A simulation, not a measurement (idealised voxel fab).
process module | voxel double patterning
cross-section cut | 270 nm wide | cells 5 nm
A cross-section is a grid of square cells, given in bands from the top down. A band is one or more rows of cells.
Each band's line starts with the height of the band's top and of its bottom, in nm. Then come its materials from left to right, each with its width in nm. One material with "throughout" fills the band from edge to edge. "air" is empty space.
Height 0 is the level under which the wafer as received is all one material. The lowest band goes on downwards, as in "0 down".
A width such as "30 to 40" changes by the same amount from each row of cells to the next, from the band's top row to its bottom row.
"no change" after a step means that no cell of the cross-section changed.
closed voids: empty space of 8 cells or more with no open way to the top, each as width x height at its distance from the left edge, in nm
after a step's settings: what the simulator itself notes on the step
overlay nm, on a step with a mask: how far to the right of its planned place the mask lay; to the left if negative
plan
1 op RECEIVE | material Si
2 op CONFORMAL_DEP | material SiN | thk nm 5
3 op DIRECTIONAL_DEP | material SiO2 | thk nm 15
4 op DIRECTIONAL_DEP | material SiCN | thk nm 5
5 op PATTERN | tone open | mask id FIRST | material resist | width nm 15 | pitch nm 50 | thk nm 20 | overlay nm 0
6 op DIRECTIONAL_ETCH | etch materials SiCN | depth nm 5
7 op STRIP | etch materials resist
8 op PATTERN | tone open | mask id SECOND | material resist | width nm 15 | thk nm 20 | overlay nm 0
9 op DIRECTIONAL_ETCH | etch materials SiCN | depth nm 5
10 op STRIP | etch materials resist
11 op DIRECTIONAL_ETCH | etch materials SiO2 | depth nm 15
12 op STRIP | etch materials SiCN
as received, after step 1
  0 down: Si throughout
  closed voids: none
a wafer at the end: this start, this plan, one mistake
  20 to 15: SiN throughout
  15 to 0: SiO2 throughout
  0 down: Si throughout
  closed voids: none
what went wrong: steps 2 and 3 were swapped
